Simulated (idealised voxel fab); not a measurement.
process module | voxel self aligned contacts
cross-section cut | 285 nm wide | cells 5 nm
A cross-section is a grid of square cells, given in bands from the top down. A band is one or more rows of cells.
Each band's line starts with the height of the band's top and of its bottom, in nm. Then come its materials from left to right, each with its width in nm. One material with "throughout" fills the band from edge to edge. "air" is empty space.
Height 0 is the level under which the wafer as received is all one material. The lowest band goes on downwards, as in "0 down".
A width such as "30 to 40" changes by the same amount from each row of cells to the next, from the band's top row to its bottom row.
"no change" after a step means that no cell of the cross-section changed.
closed voids: empty space of 8 cells or more with no open way to the top, each as width x height at its distance from the left edge, in nm
after a step's settings: what the simulator itself notes on the step
overlay nm, on a step with a mask: how far to the right of its planned place the mask lay; to the left if negative
plan
1 op RECEIVE | material Si
2 op OXIDIZE | depth nm 5
3 op DIRECTIONAL_DEP | material polySi | thk nm 30
4 op DIRECTIONAL_DEP | material SiN | thk nm 20
5 op MASKED_ETCH | tone cover | mask id GATE | width nm 25 | pitch nm 60 | etch materials SiN | depth nm 20 | overlay nm 0
6 op MASKED_ETCH | tone cover | mask id GATE | width nm 25 | pitch nm 60 | etch materials polySi | depth nm 30 | overlay nm 0
7 op CONFORMAL_DEP | material SiN | thk nm 5
8 op DIRECTIONAL_ETCH | etch materials SiN | depth nm 5
9 op FILL_DEP | material SiO2 | thk nm 15
10 op CMP | height nm 60
11 op DIRECTIONAL_DEP | material aC | thk nm 10
12 op PATTERN | tone open | mask id CONTACT | material resist | width nm 45 | thk nm 30 | overlay nm 0
13 op DIRECTIONAL_ETCH | etch materials aC | depth nm 10
14 op STRIP | etch materials resist
15 op DIRECTIONAL_ETCH | etch materials SiO2 | depth nm 65
16 op STRIP | etch materials aC
17 op CONFORMAL_DEP | material TiN | thk nm 5
18 op FILL_DEP | material W | thk nm 10
19 op CMP | height nm 60
20 op CONFORMAL_DEP | material SiCN | thk nm 5
as received, after step 1
  0 down: Si throughout
  closed voids: none
first wafer at the end, as planned
  65 to 60: SiCN throughout
  60 to 50: SiO2 120 | TiN 5 to 15 | W 35 to 15 | TiN 5 to 15 | SiO2 120
  50 to 30: SiO2 95 | SiN 35 | TiN 5 | W 15 | TiN 5 | SiN 35 | SiO2 95
  30 to 0: SiO2 95 | SiN 5 | polySi 25 | SiN 5 | TiN 5 | W 15 | TiN 5 | SiN 5 | polySi 25 | SiN 5 | SiO2 95
  0 to -5: SiO2 130 | TiN 25 | SiO2 130
  -5 down: Si throughout
  closed voids: none
second wafer at the end: like start, like plan, one mistake
  65 to 60: SiCN throughout
  60 to 50: SiO2 120 | TiN 5 to 15 | W 35 to 15 | TiN 5 to 15 | SiO2 120
  50 to 30: SiO2 95 | SiN 35 | TiN 5 | W 15 | TiN 5 | SiN 35 | SiO2 95
  30 to 25: SiO2 130 | TiN 25 | SiO2 130
  25 to 0: polySi throughout
  0 down: Si throughout
  closed voids: none
what went wrong: steps 2 and 3 were swapped
at the end the second wafer has, in cells: 57 more of Si | 24 fewer of SiN | 228 fewer of SiO2 | 12 fewer of TiN | 18 fewer of W | 225 more of polySi
